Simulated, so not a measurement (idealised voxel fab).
process module | voxel transistor to metal
cross-section cut | 215 nm wide | cells 5 nm
A cross-section is a grid of square cells, given in bands from the top down. A band is one or more rows of cells.
Each band's line starts with the height of the band's top and of its bottom, in nm. Then come its materials from left to right, each with its width in nm. One material with "throughout" fills the band from edge to edge. "air" is empty space.
Height 0 is the level under which the wafer as received is all one material. The lowest band goes on downwards, as in "0 down".
A width such as "30 to 40" changes by the same amount from each row of cells to the next, from the band's top row to its bottom row.
"no change" after a step means that no cell of the cross-section changed.
closed voids: empty space of 8 cells or more with no open way to the top, each as width x height at its distance from the left edge, in nm
after a step's settings: what the simulator itself notes on the step
overlay nm, on a step with a mask: how far to the right of its planned place the mask lay; to the left if negative
plan
1 op RECEIVE | material Si
2 op CONFORMAL_DEP | material SiO2 | thk nm 5
3 op CONFORMAL_DEP | material SiN | thk nm 15
4 op MASKED_ETCH | tone cover | mask id ACTIVE | width nm 110 | etch materials SiN | depth nm 15 | overlay nm 0
5 op MASKED_ETCH | tone cover | mask id ACTIVE | width nm 110 | etch materials SiO2 | depth nm 5 | overlay nm 0
6 op MASKED_ETCH | tone cover | mask id ACTIVE | width nm 110 | etch materials Si | depth nm 25 | overlay nm 0
7 op OXIDIZE | depth nm 5
8 op FILL_DEP | material SiO2 | thk nm 15
9 op CMP | height nm 20
10 op SELECTIVE_ETCH | etch materials SiO2 | depth nm 15
11 op STRIP | etch materials SiN
12 op SELECTIVE_ETCH | etch materials SiO2 | depth nm 5
13 op OXIDIZE | depth nm 5
14 op DIRECTIONAL_DEP | material polySi | thk nm 30
15 op DIRECTIONAL_DEP | material SiCN | thk nm 15
16 op DIRECTIONAL_DEP | material aC | thk nm 15
17 op PATTERN | tone cover | mask id GATE | material resist | width nm 30 | thk nm 30 | overlay nm 0
18 op DIRECTIONAL_ETCH | etch materials aC | depth nm 15
19 op STRIP | etch materials resist
20 op DIRECTIONAL_ETCH | etch materials SiCN | depth nm 25
21 op DIRECTIONAL_ETCH | etch materials polySi | depth nm 40
22 op STRIP | etch materials aC
23 op CONFORMAL_DEP | material SiO2 | thk nm 5
24 op DIRECTIONAL_ETCH | etch materials SiO2 | depth nm 5
25 op CONFORMAL_DEP | material SiN | thk nm 5
26 op DIRECTIONAL_ETCH | etch materials SiN | depth nm 5
27 op DIRECTIONAL_ETCH | etch materials SiO2 | depth nm 5
28 op DIRECTIONAL_ETCH | etch materials Si | depth nm 5
29 op EPI | material pSi | thk nm 5
30 op FILL_DEP | material SiO2 | thk nm 5
31 op CMP | height nm 30
32 op STRIP | etch materials polySi
33 op SELECTIVE_ETCH | etch materials SiO2 | depth nm 5
34 op CONFORMAL_DEP | material HfO2 | thk nm 5
35 op CONFORMAL_DEP | material TiN | thk nm 5
36 op FILL_DEP | material W | thk nm 5
37 op CMP | height nm 25
38 op DIRECTIONAL_DEP | material SiO2 | thk nm 15
39 op DIRECTIONAL_DEP | material aC | thk nm 15
40 op PATTERN | tone open | mask id CONTACT | material resist | width nm 20 | pitch nm 80 | thk nm 30 | overlay nm 0
41 op DIRECTIONAL_ETCH | etch materials aC | depth nm 15
42 op STRIP | etch materials resist
43 op DIRECTIONAL_ETCH | etch materials SiO2 | depth nm 45
44 op STRIP | etch materials aC
45 op CONFORMAL_DEP | material TiN | thk nm 5
46 op FILL_DEP | material W | thk nm 10
47 op CMP | height nm 40
48 op DIRECTIONAL_DEP | material TiN | thk nm 5
49 op DIRECTIONAL_DEP | material Ru | thk nm 20
50 op DIRECTIONAL_DEP | material aC | thk nm 10
51 op PATTERN | tone cover | mask id METAL_1 | material resist | width nm 20 | pitch nm 80 | thk nm 25 | overlay nm 0
52 op DIRECTIONAL_ETCH | etch materials aC | depth nm 10
53 op STRIP | etch materials resist
54 op DIRECTIONAL_ETCH | etch materials Ru | depth nm 20
55 op DIRECTIONAL_ETCH | etch materials TiN | depth nm 5
56 op STRIP | etch materials aC
57 op CONFORMAL_DEP | material SiCN | thk nm 5
58 op FILL_DEP | material SiO2 | thk nm 10
59 op CMP | height nm 65
60 op CONFORMAL_DEP | material SiCN | thk nm 5
as received, after step 1
  0 down: Si throughout
  closed voids: none
first wafer at the end, as planned
  70 to 65: SiCN throughout
  65 to 45: SiO2 50 | SiCN 5 | Ru 20 | SiCN 5 | SiO2 50 | SiCN 5 | Ru 20 | SiCN 5 | SiO2 55
  45 to 40: SiCN 55 | TiN 20 | SiCN 60 | TiN 20 | SiCN 60
  40 to 25: SiO2 55 | TiN 5 | W 10 | TiN 5 | SiO2 60 | TiN 5 | W 10 | TiN 5 | SiO2 60
  25 to 5: SiO2 55 | TiN 5 | W 10 | TiN 5 | SiO2 5 | SiN 5 | HfO2 5 | TiN 5 | W 20 | TiN 5 | HfO2 5 | SiN 5 | SiO2 5 | TiN 5 | W 10 | TiN 5 | SiO2 60
  5 to 0: SiO2 55 | TiN 5 | W 10 | TiN 5 | SiO2 5 | SiN 5 | HfO2 5 | TiN 30 | HfO2 5 | SiN 5 | SiO2 5 | TiN 5 | W 10 | TiN 5 | SiO2 60
  0 to -5: SiO2 55 | TiN 20 | pSi 5 | SiO2 5 | HfO2 40 | SiO2 5 | pSi 5 | TiN 20 | SiO2 60
  -5 to -10: SiO2 55 | pSi 25 | Si 50 | pSi 25 | SiO2 60
  -10 to -30: SiO2 55 | Si 100 | SiO2 60
  -30 down: Si throughout
  closed voids: none
second wafer at the end: like start, like plan, one mistake
  70 to 65: SiCN throughout
  65 to 45: SiO2 50 | SiCN 5 | Ru 20 | SiCN 5 | SiO2 50 | SiCN 5 | Ru 20 | SiCN 5 | SiO2 55
  45 to 40: SiCN 55 | TiN 20 | SiCN 60 | TiN 20 | SiCN 60
  40 to 25: SiO2 55 | TiN 5 | W 10 | TiN 5 | SiO2 60 | TiN 5 | W 10 | TiN 5 | SiO2 60
  25 to 15: SiO2 55 | TiN 5 | W 10 | TiN 5 | SiO2 5 | SiN 5 | HfO2 5 | TiN 5 | W 20 | TiN 5 | HfO2 5 | SiN 5 | SiO2 5 | TiN 5 | W 10 | TiN 5 | SiO2 60
  15 to 10: SiO2 55 | TiN 20 | SiO2 5 | SiN 5 | HfO2 5 | TiN 5 | W 20 | TiN 5 | HfO2 5 | SiN 5 | SiO2 5 | TiN 20 | SiO2 60
  10 to 5: SiO2 80 | SiN 5 | HfO2 5 | TiN 5 | W 20 | TiN 5 | HfO2 5 | SiN 5 | SiO2 85
  5 to 0: SiO2 80 | SiN 5 | HfO2 5 | TiN 30 | HfO2 5 | SiN 5 | SiO2 85
  0 to -5: SiO2 75 | pSi 5 | SiO2 5 | HfO2 40 | SiO2 5 | pSi 5 | SiO2 80
  -5 to -10: SiO2 55 | pSi 25 | Si 50 | pSi 25 | SiO2 60
  -10 to -30: SiO2 55 | Si 100 | SiO2 60
  -30 down: Si throughout
  closed voids: none
what went wrong: step 38 was run twice
at the end the second wafer has, in cells: 24 more of SiO2 | 12 fewer of TiN | 12 fewer of W
